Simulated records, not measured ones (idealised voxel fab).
Process module heading - voxel capacitor over wiring
Section cut is 155 nm wide and gridded with 5 nm square cells.
Cross-section = grid of square cells, listed top down in bands; band = one or more rows.
Each band's line starts with the height of the band's top and of its bottom, in nm. Then come its materials from left to right, each with its width in nm. One material with "full width" fills the band from edge to edge. "empty" is empty space.
Height 0 is the level under which the wafer as received is all one material. The lowest band goes on downwards, as in "0..down".
The expression "30..40" gives the width at the extremes of the band, the first number at its top row of cells and the second at its bottom row, with the width changing by equal amounts from each row to the next in between.
You'll sometimes find "no change" written for a step, and that's the way of saying that nowhere in the cross-section did a cell change during that step.
In "Trapped cavities" the enclosed voids are listed, meaning empty spaces of 8 cells or larger without any opening to the top. The form is width x height at distance, distance from the left edge, units nm.
Past the settings on a step's line: simulator remark, on that step.
Regarding "overlay nm": on a step with a mask, it is the distance the mask lay to the right of its planned place; a negative value places it to the left.
**The planned process steps are enumerated hereunder**
1) RECEIVE: material Si
2) CONFORMAL_DEP: material SiO2, thk nm 10
3) DIRECTIONAL_DEP: material TiN, thk nm 5
4) DIRECTIONAL_DEP: material Ru, thk nm 25
5) MASKED_ETCH: tone cover, mask id METAL_1, width nm 30, pitch nm 85, etch materials Ru, depth nm 25, overlay nm 0
6) MASKED_ETCH: tone cover, mask id METAL_1, width nm 30, pitch nm 85, etch materials TiN, depth nm 5, overlay nm 0
7) CONFORMAL_DEP: material SiN, thk nm 5
8) FILL_DEP: material lowk, thk nm 5
9) CMP: height nm 40
10) CONFORMAL_DEP: material SiCN, thk nm 5
11) DIRECTIONAL_DEP: material SiO2, thk nm 20
12) PATTERN: tone open, mask id PLUG_1, material resist, width nm 15, thk nm 20, overlay nm 0
13) DIRECTIONAL_ETCH: etch materials SiO2, depth nm 20
14) DIRECTIONAL_ETCH: etch materials SiCN, depth nm 5
15) STRIP: etch materials resist
16) EPI: material Ru, thk nm 10
17) EPI: material Ru, thk nm 10
18) EPI: material Ru, thk nm 5
19) DIRECTIONAL_DEP: material TiN, thk nm 10
20) DIRECTIONAL_DEP: material Al2O3, thk nm 5
21) DIRECTIONAL_DEP: material TiN, thk nm 10
22) MASKED_ETCH: tone cover, mask id UPPER_PLATE, width nm 60, etch materials TiN, depth nm 10, overlay nm 0
23) MASKED_ETCH: tone cover, mask id UPPER_PLATE, width nm 60, etch materials Al2O3, depth nm 5, overlay nm 0
24) MASKED_ETCH: tone cover, mask id LOWER_PLATE, width nm 70, etch materials TiN, depth nm 10, overlay nm 0
25) FILL_DEP: material SiO2, thk nm 15
26) CMP: height nm 100
27) MASKED_ETCH: tone open, mask id PLUG_2, width nm 15, etch materials SiO2, depth nm 10, overlay nm 0
28) CONFORMAL_DEP: material TiN, thk nm 5
29) FILL_DEP: material Cu, thk nm 10
30) CMP: height nm 100
31) CONFORMAL_DEP: material SiCN, thk nm 5
**First of two wafers - as planned**
**as received, after step 1**
> 0..down  Si full width
> Trapped cavities: none
**Wafer xsec, post step 2**
> 10..0  SiO2 full width
> Anything lower than 0 is untouched.
**Wafer xsec, post step 3**
> 15..10  TiN full width
> Anything lower than 10 is untouched.
**Wafer xsec, post step 4**
> 40..15  Ru full width
> Anything lower than 15 is untouched.
**Wafer xsec, post step 5**
> 40..15  empty=20, Ru=30, empty=55, Ru=30, empty=20
> Anything lower than 15 is untouched.
**Wafer xsec, post step 6**
> 40..15  empty=20, Ru=30, empty=55, Ru=30, empty=20
> 15..10  empty=20, TiN=30, empty=55, TiN=30, empty=20
> Anything lower than 10 is untouched.
**Wafer xsec, post step 7**
> 45..40  empty=15, SiN=40, empty=45, SiN=40, empty=15
> 40..15  empty=15, SiN=5, Ru=30, SiN=5, empty=45, SiN=5, Ru=30, SiN=5, empty=15
> 15..10  SiN=20, TiN=30, SiN=55, TiN=30, SiN=20
> Anything lower than 10 is untouched.
**Wafer xsec, post step 8**
> 50..45  lowk full width
> 45..40  lowk=15, SiN=40, lowk=45, SiN=40, lowk=15
> 40..15  lowk=15, SiN=5, Ru=30, SiN=5, lowk=45, SiN=5, Ru=30, SiN=5, lowk=15
> Anything lower than 15 is untouched.
**Wafer xsec, post step 9**
> 40..15  lowk=15, SiN=5, Ru=30, SiN=5, lowk=45, SiN=5, Ru=30, SiN=5, lowk=15
> Anything lower than 15 is untouched.
**Wafer xsec, post step 10**
> 45..40  SiCN full width
> Anything lower than 40 is untouched.
**Wafer xsec, post step 11**
> 65..45  SiO2 full width
> Anything lower than 45 is untouched.
**Wafer xsec, post step 12**
> 85..65  resist=35, empty=15, resist=105
> Anything lower than 65 is untouched.
**Wafer xsec, post step 13**
> 85..65  resist=35, empty=15, resist=105
> 65..45  SiO2=35, empty=15, SiO2=105
> Anything lower than 45 is untouched.
**Wafer xsec, post step 14**
> 85..65  resist=35, empty=15, resist=105
> 65..45  SiO2=35, empty=15, SiO2=105
> 45..40  SiCN=35, empty=15, SiCN=105
> Anything lower than 40 is untouched.
**Wafer xsec, post step 15**
> 65..45  SiO2=35, empty=15, SiO2=105
> Anything lower than 45 is untouched.
**Wafer xsec, post step 16**
> 65..50  SiO2=35, empty=15, SiO2=105
> 50..45  SiO2=35, Ru=15, SiO2=105
> 45..40  SiCN=35, Ru=15, SiCN=105
> Anything lower than 40 is untouched.
**Wafer xsec, post step 17**
> 65..60  SiO2=35, empty=15, SiO2=105
> 60..45  SiO2=35, Ru=15, SiO2=105
> Anything lower than 45 is untouched.
**Wafer xsec, post step 18**
> 65..45  SiO2=35, Ru=15, SiO2=105
> Anything lower than 45 is untouched.
**Wafer xsec, post step 19**
> 75..65  TiN full width
> Anything lower than 65 is untouched.
**Wafer xsec, post step 20**
> 80..75  Al2O3 full width
> Anything lower than 75 is untouched.
**Wafer xsec, post step 21**
> 90..80  TiN full width
> Anything lower than 80 is untouched.
**Wafer xsec, post step 22**
> 90..80  empty=35, TiN=60, empty=60
> Anything lower than 80 is untouched.
**Wafer xsec, post step 23**
> 90..80  empty=35, TiN=60, empty=60
> 80..75  empty=35, Al2O3=60, empty=60
> Anything lower than 75 is untouched.
**Wafer xsec, post step 24**
> 90..80  empty=35, TiN=60, empty=60
> 80..75  empty=35, Al2O3=60, empty=60
> 75..65  empty=30, TiN=70, empty=55
> Anything lower than 65 is untouched.
**Wafer xsec, post step 25**
> 105..90  SiO2 full width
> 90..80  SiO2=35, TiN=60, SiO2=60
> 80..75  SiO2=35, Al2O3=60, SiO2=60
> 75..65  SiO2=30, TiN=70, SiO2=55
> Anything lower than 65 is untouched.
**Wafer xsec, post step 26**
> 100..90  SiO2 full width
> Anything lower than 90 is untouched.
**Wafer xsec, post step 27**
> 100..90  SiO2=45, empty=15, SiO2=95
> Anything lower than 90 is untouched.
**Wafer xsec, post step 28**
> 105..100  TiN=50, empty=5, TiN=100
> 100..95  SiO2=45, TiN=5, empty=5, TiN=5, SiO2=95
> 95..90  SiO2=45, TiN=15, SiO2=95
> Anything lower than 90 is untouched.
**Wafer xsec, post step 29**
> 115..105  Cu full width
> 105..100  TiN=50, Cu=5, TiN=100
> 100..95  SiO2=45, TiN=5, Cu=5, TiN=5, SiO2=95
> Anything lower than 95 is untouched.
**Wafer xsec, post step 30**
> 100..95  SiO2=45, TiN=5, Cu=5, TiN=5, SiO2=95
> Anything lower than 95 is untouched.
**Wafer xsec, post step 31**
> 105..100  SiCN full width
> Anything lower than 100 is untouched.
**Wafer two. Same start, same plan, one slip in execution. Same as wafer one through step 15, inclusive**
**Second wafer, sectioned view, at step 17's planned end time**
> 65..50  SiO2=35, empty=15, SiO2=105
> 50..45  SiO2=35, Ru=15, SiO2=105
> 45..40  SiCN=35, Ru=15, SiCN=105
> Anything lower than 40 is untouched.
**Second wafer, sectioned view, at step 18's planned end time**
> 65..55  SiO2=35, empty=15, SiO2=105
> 55..45  SiO2=35, Ru=15, SiO2=105
> Anything lower than 45 is untouched.
**Second wafer, sectioned view, at step 19's planned end time**
> 75..65  TiN=35, empty=15, TiN=105
> 65..55  SiO2=35, TiN=15, SiO2=105
> Anything lower than 55 is untouched.
**Second wafer, sectioned view, at step 20's planned end time**
> 80..75  Al2O3=35, empty=15, Al2O3=105
> 75..70  TiN=35, empty=15, TiN=105
> 70..65  TiN=35, Al2O3=15, TiN=105
> Anything lower than 65 is untouched.
**Second wafer, sectioned view, at step 21's planned end time**
> 90..80  TiN=35, empty=15, TiN=105
> 80..75  Al2O3=35, TiN=15, Al2O3=105
> 75..70  TiN full width
> Anything lower than 70 is untouched.
**Second wafer, sectioned view, at step 22's planned end time**
> 90..80  empty=50, TiN=45, empty=60
> Anything lower than 80 is untouched.
**Second wafer, sectioned view, at step 23's planned end time**
> 90..80  empty=50, TiN=45, empty=60
> 80..75  empty=35, TiN=15, Al2O3=45, empty=60
> Anything lower than 75 is untouched.
**Second wafer, sectioned view, at step 24's planned end time**
> 90..80  empty=50, TiN=45, empty=60
> 80..75  empty=35, TiN=15, Al2O3=45, empty=60
> 75..70  empty=30, TiN=70, empty=55
> 70..65  empty=30, TiN=5, Al2O3=15, TiN=50, empty=55
> Anything lower than 65 is untouched.
**Second wafer, sectioned view, at step 25's planned end time**
> 105..90  SiO2 full width
> 90..80  SiO2=50, TiN=45, SiO2=60
> 80..75  SiO2=35, TiN=15, Al2O3=45, SiO2=60
> 75..70  SiO2=30, TiN=70, SiO2=55
> 70..65  SiO2=30, TiN=5, Al2O3=15, TiN=50, SiO2=55
> Anything lower than 65 is untouched.
**Second wafer, sectioned view, at step 26's planned end time**
> 100..90  SiO2 full width
> Anything lower than 90 is untouched.
**Second wafer, sectioned view, at step 27's planned end time**
> 100..90  SiO2=45, empty=15, SiO2=95
> Anything lower than 90 is untouched.
**Second wafer, sectioned view, at step 28's planned end time**
> 105..100  TiN=50, empty=5, TiN=100
> 100..95  SiO2=45, TiN=5, empty=5, TiN=5, SiO2=95
> 95..90  SiO2=45, TiN=15, SiO2=95
> Anything lower than 90 is untouched.
**Second wafer, sectioned view, at step 29's planned end time**
> 115..105  Cu full width
> 105..100  TiN=50, Cu=5, TiN=100
> 100..95  SiO2=45, TiN=5, Cu=5, TiN=5, SiO2=95
> Anything lower than 95 is untouched.
**Second wafer, sectioned view, at step 30's planned end time**
> 100..95  SiO2=45, TiN=5, Cu=5, TiN=5, SiO2=95
> Anything lower than 95 is untouched.
**Second wafer, sectioned view, at step 31's planned end time**
> 105..100  SiCN full width
> Anything lower than 100 is untouched.
The plan and the run diverged here: one of the identical steps 16 and 17 was dropped, though which cannot be ascertained
Materials where the second wafer ends with more or fewer cells than the first: Ru -6 | SiO2 +6
